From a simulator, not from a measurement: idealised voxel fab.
Herein follows the process module entitled voxel transistor to metal.
Section shown: cut. Width: 195 nm. Cell size: 5 nm, square.
Cross-section = grid of square cells, listed top down in bands; band = one or more rows.
For a band, the entry starts with two heights in nm, that of the top and then that of the bottom, and carries on with the band's materials in order from left to right, each alongside its width in nm; the word "throughout" beside a single material means it fills the band edge to edge, and "blank" means empty space.
Basically, 0 is our baseline, since under it the wafer straight out of the box is all one material. The bottom band has no lower end and keeps on going down, so it looks like "0 and below".
Read "30..40" as a graded width: first number on top, second number at the bottom, same change between each pair of neighbouring rows.
Given "nothing got changed" for a step, no cell of the cross-section differs between before and after that step.
Listed in "Tabulated closed voids": every empty space of 8 or more cells without an open way to the top. Form: width x height at distance, the distance being from the left edge, all in nm.
Read whatever lies past the settings on a step's line as the simulator's own remark about the step.
On any step carrying a mask, the "overlay nm" setting, if present on the step's line, tells how far right of its planned place the mask lay; negative values point to the left.

# Intended process steps
1,RECEIVE [material Si]
2,CONFORMAL_DEP [material SiO2] [thk nm 5]
3,CONFORMAL_DEP [material SiN] [thk nm 15]
4,DIRECTIONAL_DEP [material aC] [thk nm 15]
5,PATTERN [tone cover] [mask id ACTIVE] [material resist] [width nm 95] [thk nm 30] [overlay nm 0]
6,DIRECTIONAL_ETCH [etch materials aC] [depth nm 15]
7,STRIP [etch materials resist]
8,DIRECTIONAL_ETCH [etch materials SiN] [depth nm 15]
9,DIRECTIONAL_ETCH [etch materials SiO2] [depth nm 5]
10,DIRECTIONAL_ETCH [etch materials Si] [depth nm 25]
11,STRIP [etch materials aC]
12,OXIDIZE [depth nm 5]
13,FILL_DEP [material SiO2] [thk nm 10]
14,CMP [height nm 20]
15,SELECTIVE_ETCH [etch materials SiO2] [depth nm 15]
16,STRIP [etch materials SiN]
17,SELECTIVE_ETCH [etch materials SiO2] [depth nm 5]
18,OXIDIZE [depth nm 5]
19,DIRECTIONAL_DEP [material polySi] [thk nm 30]
20,DIRECTIONAL_DEP [material SiCN] [thk nm 10]
21,MASKED_ETCH [tone cover] [mask id GATE] [width nm 25] [etch materials SiCN] [depth nm 20] [overlay nm 0]
22,MASKED_ETCH [tone cover] [mask id GATE] [width nm 25] [etch materials polySi] [depth nm 40] [overlay nm 0]
23,CONFORMAL_DEP [material SiO2] [thk nm 5]
24,DIRECTIONAL_ETCH [etch materials SiO2] [depth nm 5]
25,CONFORMAL_DEP [material SiN] [thk nm 10]
26,DIRECTIONAL_ETCH [etch materials SiN] [depth nm 10]
27,DIRECTIONAL_ETCH [etch materials SiO2] [depth nm 5]
28,DIRECTIONAL_ETCH [etch materials Si] [depth nm 10]
29,EPI [material SiGe] [thk nm 10]
30,FILL_DEP [material SiO2] [thk nm 5]
31,CMP [height nm 40]
32,DIRECTIONAL_DEP [material SiO2] [thk nm 15]
33,DIRECTIONAL_DEP [material aC] [thk nm 10]
34,PATTERN [tone open] [mask id CONTACT] [material resist] [width nm 15] [pitch nm 70] [thk nm 25] [overlay nm 0]
35,DIRECTIONAL_ETCH [etch materials aC] [depth nm 10]
36,STRIP [etch materials resist]
37,DIRECTIONAL_ETCH [etch materials SiO2] [depth nm 60]
38,STRIP [etch materials aC]
39,CONFORMAL_DEP [material TiN] [thk nm 5]
40,FILL_DEP [material Ru] [thk nm 5]
41,CMP [height nm 55]
42,CONFORMAL_DEP [material SiN] [thk nm 5]
43,DIRECTIONAL_DEP [material lowk] [thk nm 20]
44,PATTERN [tone open] [mask id METAL_1] [material resist] [width nm 15] [pitch nm 70] [thk nm 20] [overlay nm 0]
45,DIRECTIONAL_ETCH [etch materials lowk] [depth nm 20]
46,DIRECTIONAL_ETCH [etch materials SiN] [depth nm 5]
47,STRIP [etch materials resist]
48,CONFORMAL_DEP [material TiN] [thk nm 5]
49,FILL_DEP [material W] [thk nm 10]
50,CMP [height nm 80]
51,CONFORMAL_DEP [material SiCN] [thk nm 5]
52,DIRECTIONAL_DEP [material lowk] [thk nm 35]
53,PATTERN [tone open] [mask id METAL_2] [material resist] [width nm 15] [pitch nm 70] [thk nm 15] [overlay nm 0]
54,DIRECTIONAL_ETCH [etch materials lowk] [depth nm 20]
55,STRIP [etch materials resist]
56,PATTERN [tone open] [mask id METAL_2_HOLES] [material resist] [width nm 15] [pitch nm 70] [thk nm 20] [overlay nm 0]
57,DIRECTIONAL_ETCH [etch materials lowk] [depth nm 15]
58,DIRECTIONAL_ETCH [etch materials SiCN] [depth nm 5]
59,STRIP [etch materials resist]
60,CONFORMAL_DEP [material TiN] [thk nm 5]
61,FILL_DEP [material Cu] [thk nm 5]
62,CMP [height nm 120]
63,CONFORMAL_DEP [material SiCN] [thk nm 5]

# Concerning the first of two wafers, which was run in accordance with the plan

# Shown in cross-section is the wafer as received, that is, as it stands after step 1
    0 and below | Si throughout
    Tabulated closed voids: none

# Presented here is a cross-section of the wafer after step 2 has been performed
    5 down to 0 | SiO2 throughout
    Whatever lies below 0 is exactly as it was before.

# Presented here is a cross-section of the wafer after step 3 has been performed
    20 down to 5 | SiN throughout
    Whatever lies below 5 is exactly as it was before.

# Presented here is a cross-section of the wafer after step 4 has been performed
    35 down to 20 | aC throughout
    Whatever lies below 20 is exactly as it was before.

# Presented here is a cross-section of the wafer after step 5 has been performed
    65 down to 35 | 50 nm blank; 95 nm resist; 50 nm blank
    Whatever lies below 35 is exactly as it was before.

# Presented here is a cross-section of the wafer after step 6 has been performed
    50 down to 35 | 50 nm blank; 95 nm resist; 50 nm blank
    35 down to 20 | 50 nm blank; 95 nm aC; 50 nm blank
    Whatever lies below 20 is exactly as it was before.

# Presented here is a cross-section of the wafer after step 7 has been performed
    35 down to 20 | 50 nm blank; 95 nm aC; 50 nm blank
    Whatever lies below 20 is exactly as it was before.

# Presented here is a cross-section of the wafer after step 8 has been performed
    35 down to 20 | 50 nm blank; 95 nm aC; 50 nm blank
    20 down to 5 | 50 nm blank; 95 nm SiN; 50 nm blank
    Whatever lies below 5 is exactly as it was before.

# Presented here is a cross-section of the wafer after step 9 has been performed
    35 down to 20 | 50 nm blank; 95 nm aC; 50 nm blank
    20 down to 5 | 50 nm blank; 95 nm SiN; 50 nm blank
    5 down to 0 | 50 nm blank; 95 nm SiO2; 50 nm blank
    Whatever lies below 0 is exactly as it was before.

# Presented here is a cross-section of the wafer after step 10 has been performed
    35 down to 20 | 50 nm blank; 95 nm aC; 50 nm blank
    20 down to 5 | 50 nm blank; 95 nm SiN; 50 nm blank
    5 down to 0 | 50 nm blank; 95 nm SiO2; 50 nm blank
    0 down to -25 | 50 nm blank; 95 nm Si; 50 nm blank
    Whatever lies below -25 is exactly as it was before.

# Presented here is a cross-section of the wafer after step 11 has been performed
    20 down to 5 | 50 nm blank; 95 nm SiN; 50 nm blank
    Whatever lies below 5 is exactly as it was before.

# Presented here is a cross-section of the wafer after step 12 has been performed
    20 down to 5 | 50 nm blank; 95 nm SiN; 50 nm blank
    5 down to 0 | 50 nm blank; 95 nm SiO2; 50 nm blank
    0 down to -25 | 50 nm blank; 5 nm SiO2; 85 nm Si; 5 nm SiO2; 50 nm blank
    -25 down to -30 | 55 nm SiO2; 85 nm Si; 55 nm SiO2
    Whatever lies below -30 is exactly as it was before.

# Presented here is a cross-section of the wafer after step 13 has been performed
    30 down to 20 | SiO2 throughout
    20 down to 5 | 50 nm SiO2; 95 nm SiN; 50 nm SiO2
    5 down to 0 | SiO2 throughout
    0 down to -30 | 55 nm SiO2; 85 nm Si; 55 nm SiO2
    Whatever lies below -30 is exactly as it was before.

# Presented here is a cross-section of the wafer after step 14 has been performed
    20 down to 5 | 50 nm SiO2; 95 nm SiN; 50 nm SiO2
    Whatever lies below 5 is exactly as it was before.

# Presented here is a cross-section of the wafer after step 15 has been performed
    20 down to 5 | 50 nm blank; 95 nm SiN; 50 nm blank
    Whatever lies below 5 is exactly as it was before.

# Presented here is a cross-section of the wafer after step 16 has been performed
    5 down to 0 | SiO2 throughout
    Whatever lies below 0 is exactly as it was before.

# Presented here is a cross-section of the wafer after step 17 has been performed
    0 down to -30 | 55 nm SiO2; 85 nm Si; 55 nm SiO2
    Whatever lies below -30 is exactly as it was before.

# Presented here is a cross-section of the wafer after step 18 has been performed
    0 down to -5 | SiO2 throughout
    Whatever lies below -5 is exactly as it was before.

# Presented here is a cross-section of the wafer after step 19 has been performed
    30 down to 0 | polySi throughout
    Whatever lies below 0 is exactly as it was before.

# Presented here is a cross-section of the wafer after step 20 has been performed
    40 down to 30 | SiCN throughout
    Whatever lies below 30 is exactly as it was before.

# Presented here is a cross-section of the wafer after step 21 has been performed
    40 down to 30 | 85 nm blank; 25 nm SiCN; 85 nm blank
    Whatever lies below 30 is exactly as it was before.

# Presented here is a cross-section of the wafer after step 22 has been performed
    40 down to 30 | 85 nm blank; 25 nm SiCN; 85 nm blank
    30 down to 0 | 85 nm blank; 25 nm polySi; 85 nm blank
    Whatever lies below 0 is exactly as it was before.

# Presented here is a cross-section of the wafer after step 23 has been performed
    45 down to 40 | 80 nm blank; 35 nm SiO2; 80 nm blank
    40 down to 30 | 80 nm blank; 5 nm SiO2; 25 nm SiCN; 5 nm SiO2; 80 nm blank
    30 down to 5 | 80 nm blank; 5 nm SiO2; 25 nm polySi; 5 nm SiO2; 80 nm blank
    5 down to 0 | 85 nm SiO2; 25 nm polySi; 85 nm SiO2
    Whatever lies below 0 is exactly as it was before.

# Presented here is a cross-section of the wafer after step 24 has been performed
    40 down to 30 | 80 nm blank; 5 nm SiO2; 25 nm SiCN; 5 nm SiO2; 80 nm blank
    30 down to 0 | 80 nm blank; 5 nm SiO2; 25 nm polySi; 5 nm SiO2; 80 nm blank
    Whatever lies below 0 is exactly as it was before.

# Presented here is a cross-section of the wafer after step 25 has been performed
    50 down to 40 | 70 nm blank; 55 nm SiN; 70 nm blank
    40 down to 30 | 70 nm blank; 10 nm SiN; 5 nm SiO2; 25 nm SiCN; 5 nm SiO2; 10 nm SiN; 70 nm blank
    30 down to 10 | 70 nm blank; 10 nm SiN; 5 nm SiO2; 25 nm polySi; 5 nm SiO2; 10 nm SiN; 70 nm blank
    10 down to 0 | 80 nm SiN; 5 nm SiO2; 25 nm polySi; 5 nm SiO2; 80 nm SiN
    Whatever lies below 0 is exactly as it was before.

# Presented here is a cross-section of the wafer after step 26 has been performed
    40 down to 30 | 70 nm blank; 10 nm SiN; 5 nm SiO2; 25 nm SiCN; 5 nm SiO2; 10 nm SiN; 70 nm blank
    30 down to 0 | 70 nm blank; 10 nm SiN; 5 nm SiO2; 25 nm polySi; 5 nm SiO2; 10 nm SiN; 70 nm blank
    Whatever lies below 0 is exactly as it was before.

# Presented here is a cross-section of the wafer after step 27 has been performed
    40 down to 35 | 70 nm blank; 10 nm SiN; 5 nm blank; 25 nm SiCN; 5 nm blank; 10 nm SiN; 70 nm blank
    35 down to 30 | 70 nm blank; 10 nm SiN; 5 nm SiO2; 25 nm SiCN; 5 nm SiO2; 10 nm SiN; 70 nm blank
    30 down to 0 | 70 nm blank; 10 nm SiN; 5 nm SiO2; 25 nm polySi; 5 nm SiO2; 10 nm SiN; 70 nm blank
    0 down to -5 | 70 nm blank; 55 nm SiO2; 70 nm blank
    Whatever lies below -5 is exactly as it was before.

# Presented here is a cross-section of the wafer after step 28 has been performed
    40 down to 35 | 70 nm blank; 10 nm SiN; 5 nm blank; 25 nm SiCN; 5 nm blank; 10 nm SiN; 70 nm blank
    35 down to 30 | 70 nm blank; 10 nm SiN; 5 nm SiO2; 25 nm SiCN; 5 nm SiO2; 10 nm SiN; 70 nm blank
    30 down to 0 | 70 nm blank; 10 nm SiN; 5 nm SiO2; 25 nm polySi; 5 nm SiO2; 10 nm SiN; 70 nm blank
    0 down to -5 | 70 nm blank; 55 nm SiO2; 70 nm blank
    -5 down to -15 | 55 nm SiO2; 15 nm blank; 55 nm Si; 15 nm blank; 55 nm SiO2
    Whatever lies below -15 is exactly as it was before.

# Presented here is a cross-section of the wafer after step 29 has been performed
    40 down to 35 | 70 nm blank; 10 nm SiN; 5 nm blank; 25 nm SiCN; 5 nm blank; 10 nm SiN; 70 nm blank
    35 down to 30 | 70 nm blank; 10 nm SiN; 5 nm SiO2; 25 nm SiCN; 5 nm SiO2; 10 nm SiN; 70 nm blank
    30 down to 5 | 70 nm blank; 10 nm SiN; 5 nm SiO2; 25 nm polySi; 5 nm SiO2; 10 nm SiN; 70 nm blank
    5 down to 0 | 60 nm blank; 10 nm SiGe; 10 nm SiN; 5 nm SiO2; 25 nm polySi; 5 nm SiO2; 10 nm SiN; 10 nm SiGe; 60 nm blank
    0 down to -5 | 60 nm blank; 10 nm SiGe; 55 nm SiO2; 10 nm SiGe; 60 nm blank
    -5 down to -15 | 55 nm SiO2; 15 nm SiGe; 55 nm Si; 15 nm SiGe; 55 nm SiO2
    Whatever lies below -15 is exactly as it was before.

# Presented here is a cross-section of the wafer after step 30 has been performed
    45 down to 40 | SiO2 throughout
    40 down to 30 | 70 nm SiO2; 10 nm SiN; 5 nm SiO2; 25 nm SiCN; 5 nm SiO2; 10 nm SiN; 70 nm SiO2
    30 down to 5 | 70 nm SiO2; 10 nm SiN; 5 nm SiO2; 25 nm polySi; 5 nm SiO2; 10 nm SiN; 70 nm SiO2
    5 down to 0 | 60 nm SiO2; 10 nm SiGe; 10 nm SiN; 5 nm SiO2; 25 nm polySi; 5 nm SiO2; 10 nm SiN; 10 nm SiGe; 60 nm SiO2
    0 down to -5 | 60 nm SiO2; 10 nm SiGe; 55 nm SiO2; 10 nm SiGe; 60 nm SiO2
    Whatever lies below -5 is exactly as it was before.

# Presented here is a cross-section of the wafer after step 31 has been performed
    40 down to 30 | 70 nm SiO2; 10 nm SiN; 5 nm SiO2; 25 nm SiCN; 5 nm SiO2; 10 nm SiN; 70 nm SiO2
    Whatever lies below 30 is exactly as it was before.

# Presented here is a cross-section of the wafer after step 32 has been performed
    55 down to 40 | SiO2 throughout
    Whatever lies below 40 is exactly as it was before.

# Presented here is a cross-section of the wafer after step 33 has been performed
    65 down to 55 | aC throughout
    Whatever lies below 55 is exactly as it was before.

# Presented here is a cross-section of the wafer after step 34 has been performed
    90 down to 65 | 55 nm resist; 15 nm blank; 55 nm resist; 15 nm blank; 55 nm resist
    Whatever lies below 65 is exactly as it was before.

# Presented here is a cross-section of the wafer after step 35 has been performed
    80 down to 65 | 55 nm resist; 15 nm blank; 55 nm resist; 15 nm blank; 55 nm resist
    65 down to 55 | 55 nm aC; 15 nm blank; 55 nm aC; 15 nm blank; 55 nm aC
    Whatever lies below 55 is exactly as it was before.

# Presented here is a cross-section of the wafer after step 36 has been performed
    65 down to 55 | 55 nm aC; 15 nm blank; 55 nm aC; 15 nm blank; 55 nm aC
    Whatever lies below 55 is exactly as it was before.

# Presented here is a cross-section of the wafer after step 37 has been performed
    65 down to 55 | 55 nm aC; 15 nm blank; 55 nm aC; 15 nm blank; 55 nm aC
    55 down to 40 | 55 nm SiO2; 15 nm blank; 55 nm SiO2; 15 nm blank; 55 nm SiO2
    40 down to 30 | 55 nm SiO2; 15 nm blank; 10 nm SiN; 5 nm SiO2; 25 nm SiCN; 5 nm SiO2; 10 nm SiN; 15 nm blank; 55 nm SiO2
    30 down to 5 | 55 nm SiO2; 15 nm blank; 10 nm SiN; 5 nm SiO2; 25 nm polySi; 5 nm SiO2; 10 nm SiN; 15 nm blank; 55 nm SiO2
    5 down to 0 | 55 nm SiO2; 5 nm blank; 10 nm SiGe; 10 nm SiN; 5 nm SiO2; 25 nm polySi; 5 nm SiO2; 10 nm SiN; 10 nm SiGe; 5 nm blank; 55 nm SiO2
    0 down to -5 | 55 nm SiO2; 5 nm blank; 10 nm SiGe; 55 nm SiO2; 10 nm SiGe; 5 nm blank; 55 nm SiO2
    Whatever lies below -5 is exactly as it was before.

# Presented here is a cross-section of the wafer after step 38 has been performed
    55 down to 40 | 55 nm SiO2; 15 nm blank; 55 nm SiO2; 15 nm blank; 55 nm SiO2
    Whatever lies below 40 is exactly as it was before.

# Presented here is a cross-section of the wafer after step 39 has been performed
    60 down to 55 | 60 nm TiN; 5 nm blank; 65 nm TiN; 5 nm blank; 60 nm TiN
    55 down to 40 | 55 nm SiO2; 5 nm TiN; 5 nm blank; 5 nm TiN; 55 nm SiO2; 5 nm TiN; 5 nm blank; 5 nm TiN; 55 nm SiO2
    40 down to 30 | 55 nm SiO2; 5 nm TiN; 5 nm blank; 5 nm TiN; 10 nm SiN; 5 nm SiO2; 25 nm SiCN; 5 nm SiO2; 10 nm SiN; 5 nm TiN; 5 nm blank; 5 nm TiN; 55 nm SiO2
    30 down to 10 | 55 nm SiO2; 5 nm TiN; 5 nm blank; 5 nm TiN; 10 nm SiN; 5 nm SiO2; 25 nm polySi; 5 nm SiO2; 10 nm SiN; 5 nm TiN; 5 nm blank; 5 nm TiN; 55 nm SiO2
    10 down to 5 | 55 nm SiO2; 15 nm TiN; 10 nm SiN; 5 nm SiO2; 25 nm polySi; 5 nm SiO2; 10 nm SiN; 15 nm TiN; 55 nm SiO2
    5 down to 0 | 55 nm SiO2; 5 nm TiN; 10 nm SiGe; 10 nm SiN; 5 nm SiO2; 25 nm polySi; 5 nm SiO2; 10 nm SiN; 10 nm SiGe; 5 nm TiN; 55 nm SiO2
    0 down to -5 | 55 nm SiO2; 5 nm TiN; 10 nm SiGe; 55 nm SiO2; 10 nm SiGe; 5 nm TiN; 55 nm SiO2
    Whatever lies below -5 is exactly as it was before.

# Presented here is a cross-section of the wafer after step 40 has been performed
    65 down to 60 | Ru throughout
    60 down to 55 | 60 nm TiN; 5 nm Ru; 65 nm TiN; 5 nm Ru; 60 nm TiN
    55 down to 40 | 55 nm SiO2; 5 nm TiN; 5 nm Ru; 5 nm TiN; 55 nm SiO2; 5 nm TiN; 5 nm Ru; 5 nm TiN; 55 nm SiO2
    40 down to 30 | 55 nm SiO2; 5 nm TiN; 5 nm Ru; 5 nm TiN; 10 nm SiN; 5 nm SiO2; 25 nm SiCN; 5 nm SiO2; 10 nm SiN; 5 nm TiN; 5 nm Ru; 5 nm TiN; 55 nm SiO2
    30 down to 10 | 55 nm SiO2; 5 nm TiN; 5 nm Ru; 5 nm TiN; 10 nm SiN; 5 nm SiO2; 25 nm polySi; 5 nm SiO2; 10 nm SiN; 5 nm TiN; 5 nm Ru; 5 nm TiN; 55 nm SiO2
    Whatever lies below 10 is exactly as it was before.

# Presented here is a cross-section of the wafer after step 41 has been performed
    55 down to 40 | 55 nm SiO2; 5 nm TiN; 5 nm Ru; 5 nm TiN; 55 nm SiO2; 5 nm TiN; 5 nm Ru; 5 nm TiN; 55 nm SiO2
    Whatever lies below 40 is exactly as it was before.

# Presented here is a cross-section of the wafer after step 42 has been performed
    60 down to 55 | SiN throughout
    Whatever lies below 55 is exactly as it was before.

# Presented here is a cross-section of the wafer after step 43 has been performed
    80 down to 60 | lowk throughout
    Whatever lies below 60 is exactly as it was before.

# Presented here is a cross-section of the wafer after step 44 has been performed
    100 down to 80 | 55 nm resist; 15 nm blank; 55 nm resist; 15 nm blank; 55 nm resist
    Whatever lies below 80 is exactly as it was before.

# Presented here is a cross-section of the wafer after step 45 has been performed
    100 down to 80 | 55 nm resist; 15 nm blank; 55 nm resist; 15 nm blank; 55 nm resist
    80 down to 60 | 55 nm lowk; 15 nm blank; 55 nm lowk; 15 nm blank; 55 nm lowk
    Whatever lies below 60 is exactly as it was before.

# Presented here is a cross-section of the wafer after step 46 has been performed
    100 down to 80 | 55 nm resist; 15 nm blank; 55 nm resist; 15 nm blank; 55 nm resist
    80 down to 60 | 55 nm lowk; 15 nm blank; 55 nm lowk; 15 nm blank; 55 nm lowk
    60 down to 55 | 55 nm SiN; 15 nm blank; 55 nm SiN; 15 nm blank; 55 nm SiN
    Whatever lies below 55 is exactly as it was before.

# Presented here is a cross-section of the wafer after step 47 has been performed
    80 down to 60 | 55 nm lowk; 15 nm blank; 55 nm lowk; 15 nm blank; 55 nm lowk
    Whatever lies below 60 is exactly as it was before.

# Presented here is a cross-section of the wafer after step 48 has been performed
    85 down to 80 | 60 nm TiN; 5 nm blank; 65 nm TiN; 5 nm blank; 60 nm TiN
    80 down to 60 | 55 nm lowk; 5 nm TiN; 5 nm blank; 5 nm TiN; 55 nm lowk; 5 nm TiN; 5 nm blank; 5 nm TiN; 55 nm lowk
    60 down to 55 | 55 nm SiN; 15 nm TiN; 55 nm SiN; 15 nm TiN; 55 nm SiN
    Whatever lies below 55 is exactly as it was before.

# Presented here is a cross-section of the wafer after step 49 has been performed
    95 down to 85 | W throughout
    85 down to 80 | 60 nm TiN; 5 nm W; 65 nm TiN; 5 nm W; 60 nm TiN
    80 down to 60 | 55 nm lowk; 5 nm TiN; 5 nm W; 5 nm TiN; 55 nm lowk; 5 nm TiN; 5 nm W; 5 nm TiN; 55 nm lowk
    Whatever lies below 60 is exactly as it was before.

# Presented here is a cross-section of the wafer after step 50 has been performed
    80 down to 60 | 55 nm lowk; 5 nm TiN; 5 nm W; 5 nm TiN; 55 nm lowk; 5 nm TiN; 5 nm W; 5 nm TiN; 55 nm lowk
    Whatever lies below 60 is exactly as it was before.

# Presented here is a cross-section of the wafer after step 51 has been performed
    85 down to 80 | SiCN throughout
    Whatever lies below 80 is exactly as it was before.

# Presented here is a cross-section of the wafer after step 52 has been performed
    120 down to 85 | lowk throughout
    Whatever lies below 85 is exactly as it was before.

# Presented here is a cross-section of the wafer after step 53 has been performed
    135 down to 120 | 55 nm resist; 15 nm blank; 55 nm resist; 15 nm blank; 55 nm resist
    Whatever lies below 120 is exactly as it was before.

# Presented here is a cross-section of the wafer after step 54 has been performed
    135 down to 120 | 55 nm resist; 15 nm blank; 55 nm resist; 15 nm blank; 55 nm resist
    120 down to 100 | 55 nm lowk; 15 nm blank; 55 nm lowk; 15 nm blank; 55 nm lowk
    Whatever lies below 100 is exactly as it was before.

# Presented here is a cross-section of the wafer after step 55 has been performed
    120 down to 100 | 55 nm lowk; 15 nm blank; 55 nm lowk; 15 nm blank; 55 nm lowk
    Whatever lies below 100 is exactly as it was before.

# Presented here is a cross-section of the wafer after step 56 has been performed
    140 down to 120 | 55 nm resist; 15 nm blank; 55 nm resist; 15 nm blank; 55 nm resist
    Whatever lies below 120 is exactly as it was before.

# Presented here is a cross-section of the wafer after step 57 has been performed
    140 down to 120 | 55 nm resist; 15 nm blank; 55 nm resist; 15 nm blank; 55 nm resist
    120 down to 85 | 55 nm lowk; 15 nm blank; 55 nm lowk; 15 nm blank; 55 nm lowk
    Whatever lies below 85 is exactly as it was before.

# Presented here is a cross-section of the wafer after step 58 has been performed
    140 down to 120 | 55 nm resist; 15 nm blank; 55 nm resist; 15 nm blank; 55 nm resist
    120 down to 85 | 55 nm lowk; 15 nm blank; 55 nm lowk; 15 nm blank; 55 nm lowk
    85 down to 80 | 55 nm SiCN; 15 nm blank; 55 nm SiCN; 15 nm blank; 55 nm SiCN
    Whatever lies below 80 is exactly as it was before.

# Presented here is a cross-section of the wafer after step 59 has been performed
    120 down to 85 | 55 nm lowk; 15 nm blank; 55 nm lowk; 15 nm blank; 55 nm lowk
    Whatever lies below 85 is exactly as it was before.

# Presented here is a cross-section of the wafer after step 60 has been performed
    125 down to 120 | 60 nm TiN; 5 nm blank; 65 nm TiN; 5 nm blank; 60 nm TiN
    120 down to 85 | 55 nm lowk; 5 nm TiN; 5 nm blank; 5 nm TiN; 55 nm lowk; 5 nm TiN; 5 nm blank; 5 nm TiN; 55 nm lowk
    85 down to 80 | 55 nm SiCN; 15 nm TiN; 55 nm SiCN; 15 nm TiN; 55 nm SiCN
    Whatever lies below 80 is exactly as it was before.

# Presented here is a cross-section of the wafer after step 61 has been performed
    130 down to 125 | Cu throughout
    125 down to 120 | 60 nm TiN; 5 nm Cu; 65 nm TiN; 5 nm Cu; 60 nm TiN
    120 down to 85 | 55 nm lowk; 5 nm TiN; 5 nm Cu; 5 nm TiN; 55 nm lowk; 5 nm TiN; 5 nm Cu; 5 nm TiN; 55 nm lowk
    Whatever lies below 85 is exactly as it was before.

# Presented here is a cross-section of the wafer after step 62 has been performed
    120 down to 85 | 55 nm lowk; 5 nm TiN; 5 nm Cu; 5 nm TiN; 55 nm lowk; 5 nm TiN; 5 nm Cu; 5 nm TiN; 55 nm lowk
    Whatever lies below 85 is exactly as it was before.

# Presented here is a cross-section of the wafer after step 63 has been performed
    125 down to 120 | SiCN throughout
    Whatever lies below 120 is exactly as it was before.

# The second wafer: identical to the first at the outset and in its planned sequence, differing only in that one mistake was made during processing; up to and including step 51, its path is the first wafer's path

# The second wafer cut through, at the time step 52 was supposed to be finished
    155 down to 85 | lowk throughout
    Whatever lies below 85 is exactly as it was before.

# The second wafer cut through, at the time step 53 was supposed to be finished
    170 down to 155 | 55 nm resist; 15 nm blank; 55 nm resist; 15 nm blank; 55 nm resist
    Whatever lies below 155 is exactly as it was before.

# The second wafer cut through, at the time step 54 was supposed to be finished
    170 down to 155 | 55 nm resist; 15 nm blank; 55 nm resist; 15 nm blank; 55 nm resist
    155 down to 135 | 55 nm lowk; 15 nm blank; 55 nm lowk; 15 nm blank; 55 nm lowk
    Whatever lies below 135 is exactly as it was before.

# The second wafer cut through, at the time step 55 was supposed to be finished
    155 down to 135 | 55 nm lowk; 15 nm blank; 55 nm lowk; 15 nm blank; 55 nm lowk
    Whatever lies below 135 is exactly as it was before.

# The second wafer cut through, at the time step 56 was supposed to be finished
    175 down to 155 | 55 nm resist; 15 nm blank; 55 nm resist; 15 nm blank; 55 nm resist
    Whatever lies below 155 is exactly as it was before.

# The second wafer cut through, at the time step 57 was supposed to be finished
    175 down to 155 | 55 nm resist; 15 nm blank; 55 nm resist; 15 nm blank; 55 nm resist
    155 down to 120 | 55 nm lowk; 15 nm blank; 55 nm lowk; 15 nm blank; 55 nm lowk
    Whatever lies below 120 is exactly as it was before.

The second wafer cut through, at the time step 58 was supposed to be finished: nothing got changed

# The second wafer cut through, at the time step 59 was supposed to be finished
    155 down to 120 | 55 nm lowk; 15 nm blank; 55 nm lowk; 15 nm blank; 55 nm lowk
    Whatever lies below 120 is exactly as it was before.

# The second wafer cut through, at the time step 60 was supposed to be finished
    160 down to 155 | 60 nm TiN; 5 nm blank; 65 nm TiN; 5 nm blank; 60 nm TiN
    155 down to 125 | 55 nm lowk; 5 nm TiN; 5 nm blank; 5 nm TiN; 55 nm lowk; 5 nm TiN; 5 nm blank; 5 nm TiN; 55 nm lowk
    125 down to 120 | 55 nm lowk; 15 nm TiN; 55 nm lowk; 15 nm TiN; 55 nm lowk
    Whatever lies below 120 is exactly as it was before.

# The second wafer cut through, at the time step 61 was supposed to be finished
    165 down to 160 | Cu throughout
    160 down to 155 | 60 nm TiN; 5 nm Cu; 65 nm TiN; 5 nm Cu; 60 nm TiN
    155 down to 125 | 55 nm lowk; 5 nm TiN; 5 nm Cu; 5 nm TiN; 55 nm lowk; 5 nm TiN; 5 nm Cu; 5 nm TiN; 55 nm lowk
    Whatever lies below 125 is exactly as it was before.

# The second wafer cut through, at the time step 62 was supposed to be finished
    120 down to 85 | lowk throughout
    Whatever lies below 85 is exactly as it was before.

# The second wafer cut through, at the time step 63 was supposed to be finished
    125 down to 120 | SiCN throughout
    Whatever lies below 120 is exactly as it was before.
Against the plan, the run slipped here: yeah, plan step 52 got run twice
Materials where the second wafer ends with more or fewer cells than the first: Cu: 14 fewer | SiCN: 6 more | TiN: 34 fewer | lowk: 42 more
